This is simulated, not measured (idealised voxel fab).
The process module presented herein is designated voxel transistor to metal.
Pictured: cross-section cut, 165 nm wide, on a grid of 5 nm square cells.
Cross-section = grid of square cells, listed top down in bands; band = one or more rows.
Read a band's entry like this: the first values are the height of its top and the height of its bottom in nm, and what follows is the sequence of materials from left to right, each with its width in nm. Note that "blank" is empty space, and that a single material marked "throughout" reaches across the band from edge to edge.
Basically, 0 is our baseline, since under it the wafer straight out of the box is all one material. The bottom band has no lower end and keeps on going down, so it looks like "top 0, no bottom".
So if you see something like "30 to 40" for the width, read it as the top row of the band sitting at the first number and the bottom row at the second, with every row in between moving by the same amount as the last.
Where a step carries "same as before", the cross-section came out of it unchanged, cell for cell.
The list in "Voids lacking openings" covers empty spaces of 8 cells or more that cannot reach the top through any open way, and it gives each as width x height at distance; the distance is from the left edge, and width, height and distance are in nm.
Whatever follows a step's settings on its line is a remark the simulator itself makes about that step.
On any step carrying a mask, the "overlay nm" setting, if present on the step's line, tells how far right of its planned place the mask lay; negative values point to the left.

PLANNED STEP LIST FOR THE PROCESS
- 1: RECEIVE,material Si
- 2: OXIDIZE,depth nm 5
- 3: CONFORMAL_DEP,material SiN,thk nm 10
- 4: MASKED_ETCH,tone cover,mask id ACTIVE,width nm 115,etch materials SiN,depth nm 10,overlay nm 0
- 5: MASKED_ETCH,tone cover,mask id ACTIVE,width nm 115,etch materials SiO2,depth nm 5,overlay nm 0
- 6: MASKED_ETCH,tone cover,mask id ACTIVE,width nm 115,etch materials Si,depth nm 30,overlay nm 0
- 7: OXIDIZE,depth nm 5
- 8: FILL_DEP,material SiO2,thk nm 10
- 9: CMP,height nm 10
- 10: SELECTIVE_ETCH,etch materials SiO2,depth nm 5
- 11: STRIP,etch materials SiN
- 12: SELECTIVE_ETCH,etch materials SiO2,depth nm 5
- 13: OXIDIZE,depth nm 5
- 14: DIRECTIONAL_DEP,material polySi,thk nm 20
- 15: DIRECTIONAL_DEP,material SiCN,thk nm 15
- 16: DIRECTIONAL_DEP,material aC,thk nm 15
- 17: PATTERN,tone cover,mask id GATE,material resist,width nm 25,thk nm 35,overlay nm 0
- 18: DIRECTIONAL_ETCH,etch materials aC,depth nm 15
- 19: STRIP,etch materials resist
- 20: DIRECTIONAL_ETCH,etch materials SiCN,depth nm 25
- 21: DIRECTIONAL_ETCH,etch materials polySi,depth nm 30
- 22: STRIP,etch materials aC
- 23: CONFORMAL_DEP,material SiN,thk nm 10
- 24: DIRECTIONAL_ETCH,etch materials SiN,depth nm 10
- 25: DIRECTIONAL_ETCH,etch materials SiO2,depth nm 5
- 26: EPI,material pSi,thk nm 5
- 27: FILL_DEP,material SiO2,thk nm 5
- 28: CMP,height nm 15
- 29: STRIP,etch materials polySi
- 30: SELECTIVE_ETCH,etch materials SiO2,depth nm 5
- 31: CONFORMAL_DEP,material HfO2,thk nm 5
- 32: CONFORMAL_DEP,material TiN,thk nm 5
- 33: FILL_DEP,material W,thk nm 10
- 34: CMP,height nm 10
- 35: DIRECTIONAL_DEP,material SiO2,thk nm 15
- 36: DIRECTIONAL_DEP,material aC,thk nm 10
- 37: PATTERN,tone open,mask id CONTACT,material resist,width nm 20,pitch nm 85,thk nm 25,overlay nm 0
- 38: DIRECTIONAL_ETCH,etch materials aC,depth nm 10
- 39: STRIP,etch materials resist
- 40: DIRECTIONAL_ETCH,etch materials SiO2,depth nm 30
- 41: STRIP,etch materials aC
- 42: CONFORMAL_DEP,material TiN,thk nm 5
- 43: FILL_DEP,material W,thk nm 5
- 44: CMP,height nm 25
- 45: CONFORMAL_DEP,material SiCN,thk nm 5
- 46: DIRECTIONAL_DEP,material SiO2,thk nm 20
- 47: MASKED_ETCH,tone open,mask id METAL_1,width nm 20,pitch nm 85,etch materials SiO2,depth nm 20,overlay nm 0
- 48: MASKED_ETCH,tone open,mask id METAL_1,width nm 20,pitch nm 85,etch materials SiCN,depth nm 5,overlay nm 0
- 49: CONFORMAL_DEP,material TiN,thk nm 5
- 50: FILL_DEP,material Cu,thk nm 5
- 51: CMP,height nm 50
- 52: CONFORMAL_DEP,material SiCN,thk nm 5

CROSS-SECTION OF THE WAFER UPON ARRIVAL, REPRESENTING THE STATE REACHED AFTER STEP 1
- top 0, no bottom | Si throughout
- Voids lacking openings: none

FIRST OF TWO WAFERS AT THE END OF THE MODULE, SHOWN IN CROSS-SECTION; RUN CARRIED OUT AS PLANNED
- top 55, bottom 50 | SiCN throughout
- top 50, bottom 30 | 30 of SiO2 | 5 of TiN | 10 of Cu | 5 of TiN | 65 of SiO2 | 5 of TiN | 10 of Cu | 5 of TiN | 30 of SiO2
- top 30, bottom 25 | 30 of SiCN | 20 of TiN | 65 of SiCN | 20 of TiN | 30 of SiCN
- top 25, bottom 10 | 30 of SiO2 | 5 of TiN | 10 of W | 5 of TiN | 65 of SiO2 | 5 of TiN | 10 of W | 5 of TiN | 30 of SiO2
- top 10, bottom 0 | 30 of SiO2 | 5 of TiN | 10 of W | 5 of TiN | 10 of SiO2 | 10 of SiN | 5 of HfO2 | 5 of TiN | 5 of W | 5 of TiN | 5 of HfO2 | 10 of SiN | 10 of SiO2 | 5 of TiN | 10 of W | 5 of TiN | 30 of SiO2
- top 0, bottom -5 | 20 of SiO2 | 10 of SiN | 20 of TiN | 10 of SiO2 | 10 of SiN | 5 of HfO2 | 15 of TiN | 5 of HfO2 | 10 of SiN | 10 of SiO2 | 20 of TiN | 10 of SiN | 20 of SiO2
- top -5, bottom -10 | 30 of SiO2 | 30 of pSi | 5 of SiO2 | 35 of HfO2 | 5 of SiO2 | 30 of pSi | 30 of SiO2
- top -10, bottom -40 | 30 of SiO2 | 105 of Si | 30 of SiO2
- top -40, no bottom | Si throughout
- Voids lacking openings: none

NOW THE SECOND WAFER, CROSS-SECTIONED AT THE END OF THE MODULE. NOTHING DIFFERENT AT THE START, NOTHING DIFFERENT IN THE PLAN COMPARED WITH THE FIRST, JUST ONE MISTAKE WHEN IT WAS ACTUALLY RUN
- top 55, bottom 50 | SiCN throughout
- top 50, bottom 30 | 30 of SiO2 | 5 of TiN | 10 of Cu | 5 of TiN | 65 of SiO2 | 5 of TiN | 10 of Cu | 5 of TiN | 30 of SiO2
- top 30, bottom 25 | 30 of SiCN | 20 of TiN | 65 of SiCN | 20 of TiN | 30 of SiCN
- top 25, bottom 10 | 30 of SiO2 | 5 of TiN | 10 of W | 5 of TiN | 65 of SiO2 | 5 of TiN | 10 of W | 5 of TiN | 30 of SiO2
- top 10, bottom 5 | 30 of SiO2 | 5 of TiN | 10 of W | 5 of TiN | 10 of SiO2 | 10 of SiN | 5 of HfO2 | 5 of TiN | 5 of W | 5 of TiN | 5 of HfO2 | 10 of SiN | 10 of SiO2 | 5 of TiN | 10 of W | 5 of TiN | 30 of SiO2
- top 5, bottom 0 | 30 of SiO2 | 20 of TiN | 10 of SiO2 | 10 of SiN | 5 of HfO2 | 15 of TiN | 5 of HfO2 | 10 of SiN | 10 of SiO2 | 20 of TiN | 30 of SiO2
- top 0, bottom -5 | 20 of SiO2 | 10 of SiN | 30 of pSi | 5 of SiO2 | 35 of HfO2 | 5 of SiO2 | 30 of pSi | 10 of SiN | 20 of SiO2
- top -5, bottom -10 | 20 of pSi | 15 of SiO2 | 95 of Si | 15 of SiO2 | 20 of pSi
- top -10, no bottom | Si throughout
- Voids lacking openings: none
Deviation from plan: step 4 did not use the planned setting and instead ran as MASKED_ETCH,tone open,mask id ACTIVE,width nm 115,etch materials SiN,depth nm 10,overlay nm 0
Final comparison by cell count, materials where the second wafer has more or fewer than the first: 2 fewer of HfO2 | 91 more of Si | 4 fewer of SiN | 82 fewer of SiO2 | 6 fewer of TiN | 5 fewer of W | 8 more of pSi
